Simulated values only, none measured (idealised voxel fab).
The document below concerns the process module designated voxel capacitor over wiring.
FYI the section here is cut, 155 nm wide, cells are 5 nm squares.
Cross-section layout: square cells on a grid; listed as bands, top to bottom; a band spans one or more cell rows.
It is stipulated that each band's entry specify, in nanometres, the height of the top of the band and then that of its bottom, followed by the materials of the band in left-to-right sequence, each together with its width in nanometres. A single material marked by the word "all across" is understood to fill the band from edge to edge; the word "air" is understood to denote empty space.
Measure heights from 0. That's the level where, below it, the as-received wafer is all one material. The lowest band is bottomless and extends downward; write it as in "0 and below".
You'd read "30 to 40" like this: the band's top row of cells is as wide as the first number, its bottom row is as wide as the second, and going down, every row changes width by the same amount as the row before did.
Step marked "stayed the same"? Then no cell in the cross-section changed in it.
The entry titled "Catalogued sealed voids" provides the empty spaces that have no open way to the top, restricted to those of 8 cells or more. Each is presented as width x height at distance, the distance being measured from the left edge, with all three in nm.
Step line, after settings: the simulator's comment on this step.
The "overlay nm" setting may appear on a step's line; for a step that uses a mask, it gives how far to the right of its planned position the mask lay, and a negative value indicates the left.
The process steps that were planned are listed below
1. RECEIVE with material Si
2. CONFORMAL_DEP with material SiO2, thk nm 10
3. CONFORMAL_DEP with material SiN, thk nm 5
4. DIRECTIONAL_DEP with material SiO2, thk nm 25
5. DIRECTIONAL_DEP with material aC, thk nm 10
6. PATTERN with tone open, mask id METAL_1, material resist, width nm 25, pitch nm 80, thk nm 25, overlay nm 0
7. DIRECTIONAL_ETCH with etch materials aC, depth nm 10
8. STRIP with etch materials resist
9. DIRECTIONAL_ETCH with etch materials SiO2, depth nm 25
10. DIRECTIONAL_ETCH with etch materials SiN, depth nm 5
11. STRIP with etch materials aC
12. CONFORMAL_DEP with material TiN, thk nm 5
13. FILL_DEP with material Cu, thk nm 5
14. CMP with height nm 40
15. CONFORMAL_DEP with material SiCN, thk nm 5
16. DIRECTIONAL_DEP with material lowk, thk nm 15
17. DIRECTIONAL_DEP with material aC, thk nm 15
18. PATTERN with tone open, mask id PLUG_1, material resist, width nm 15, thk nm 30, overlay nm 0
19. DIRECTIONAL_ETCH with etch materials aC, depth nm 15
20. STRIP with etch materials resist
21. DIRECTIONAL_ETCH with etch materials lowk, depth nm 15
22. DIRECTIONAL_ETCH with etch materials SiCN, depth nm 5
23. STRIP with etch materials aC
24. EPI with material Ru, thk nm 10
25. EPI with material Ru, thk nm 10
26. DIRECTIONAL_DEP with material TiN, thk nm 5
27. DIRECTIONAL_DEP with material Al2O3, thk nm 5
28. DIRECTIONAL_DEP with material TiN, thk nm 5
29. PATTERN with tone cover, mask id UPPER_PLATE, material resist, width nm 60, thk nm 15, overlay nm 0
30. DIRECTIONAL_ETCH with etch materials TiN, depth nm 5
31. DIRECTIONAL_ETCH with etch materials Al2O3, depth nm 5
32. STRIP with etch materials resist
33. MASKED_ETCH with tone cover, mask id LOWER_PLATE, width nm 70, etch materials TiN, depth nm 5, overlay nm 0
34. FILL_DEP with material SiO2, thk nm 15
35. CMP with height nm 85
36. PATTERN with tone open, mask id PLUG_2, material resist, width nm 15, thk nm 15, overlay nm 0
37. DIRECTIONAL_ETCH with etch materials SiO2, depth nm 10
38. STRIP with etch materials resist
39. CONFORMAL_DEP with material TiN, thk nm 5
40. FILL_DEP with material W, thk nm 5
41. CMP with height nm 85
42. CONFORMAL_DEP with material SiN, thk nm 5
Heads up: all these wafers start the same, and what changes between them is the width nm in step 36. The value you see in the plan is just what the first wafer got.
Received condition of the first of several wafers, sectioned: post-step 1
> 0 and below | Si all across
> Catalogued sealed voids: none
End of module: cross-section of the first of several wafers after step 42, the last step
> 90 down to 85 | SiN all across
> 85 down to 80 | SiO2 45 nm | TiN 5 nm | W 5 nm | TiN 5 nm | SiO2 95 nm
> 80 down to 70 | SiO2 45 to 35 nm | TiN 15 to 60 nm | SiO2 95 to 60 nm
> 70 down to 65 | SiO2 35 nm | Al2O3 60 nm | SiO2 60 nm
> 65 down to 60 | SiO2 30 nm | TiN 70 nm | SiO2 55 nm
> 60 down to 45 | lowk 35 nm | Ru 15 nm | lowk 105 nm
> 45 down to 40 | SiCN 35 nm | Ru 15 nm | SiCN 105 nm
> 40 down to 15 | SiO2 25 nm | TiN 5 nm | Cu 15 nm | TiN 5 nm | SiO2 55 nm | TiN 5 nm | Cu 15 nm | TiN 5 nm | SiO2 25 nm
> 15 down to 10 | SiN 25 nm | TiN 25 nm | SiN 55 nm | TiN 25 nm | SiN 25 nm
> 10 down to 0 | SiO2 all across
> 0 and below | Si all across
> Catalogued sealed voids: none
The last wafer as seen in cross-section at the end of the module
> 90 down to 85 | SiN all across
> 85 down to 80 | SiO2 40 nm | TiN 5 nm | W 20 nm | TiN 5 nm | SiO2 85 nm
> 80 down to 70 | SiO2 40 to 35 nm | TiN 30 to 60 nm | SiO2 85 to 60 nm
> 70 down to 65 | SiO2 35 nm | Al2O3 60 nm | SiO2 60 nm
> 65 down to 60 | SiO2 30 nm | TiN 70 nm | SiO2 55 nm
> 60 down to 45 | lowk 35 nm | Ru 15 nm | lowk 105 nm
> 45 down to 40 | SiCN 35 nm | Ru 15 nm | SiCN 105 nm
> 40 down to 15 | SiO2 25 nm | TiN 5 nm | Cu 15 nm | TiN 5 nm | SiO2 55 nm | TiN 5 nm | Cu 15 nm | TiN 5 nm | SiO2 25 nm
> 15 down to 10 | SiN 25 nm | TiN 25 nm | SiN 55 nm | TiN 25 nm | SiN 25 nm
> 10 down to 0 | SiO2 all across
> 0 and below | Si all across
> Catalogued sealed voids: none
The following table contains a row per wafer, in which are reported, at the conclusion of the module, the cells of each material gained (+) or lost (-) since the wafer's receipt, with its closed voids given thereafter
width nm 15; +12 Al2O3; +30 Cu; +12 Ru; +28 SiCN; +52 SiN; +278 SiO2; +61 TiN; +1 W; +84 lowk; Catalogued sealed voids: none
width nm 20; +12 Al2O3; +30 Cu; +12 Ru; +28 SiCN; +52 SiN; +276 SiO2; +62 TiN; +2 W; +84 lowk; Catalogued sealed voids: none
width nm 25; +12 Al2O3; +30 Cu; +12 Ru; +28 SiCN; +52 SiN; +274 SiO2; +63 TiN; +3 W; +84 lowk; Catalogued sealed voids: none
width nm 30; +12 Al2O3; +30 Cu; +12 Ru; +28 SiCN; +52 SiN; +272 SiO2; +64 TiN; +4 W; +84 lowk; Catalogued sealed voids: none
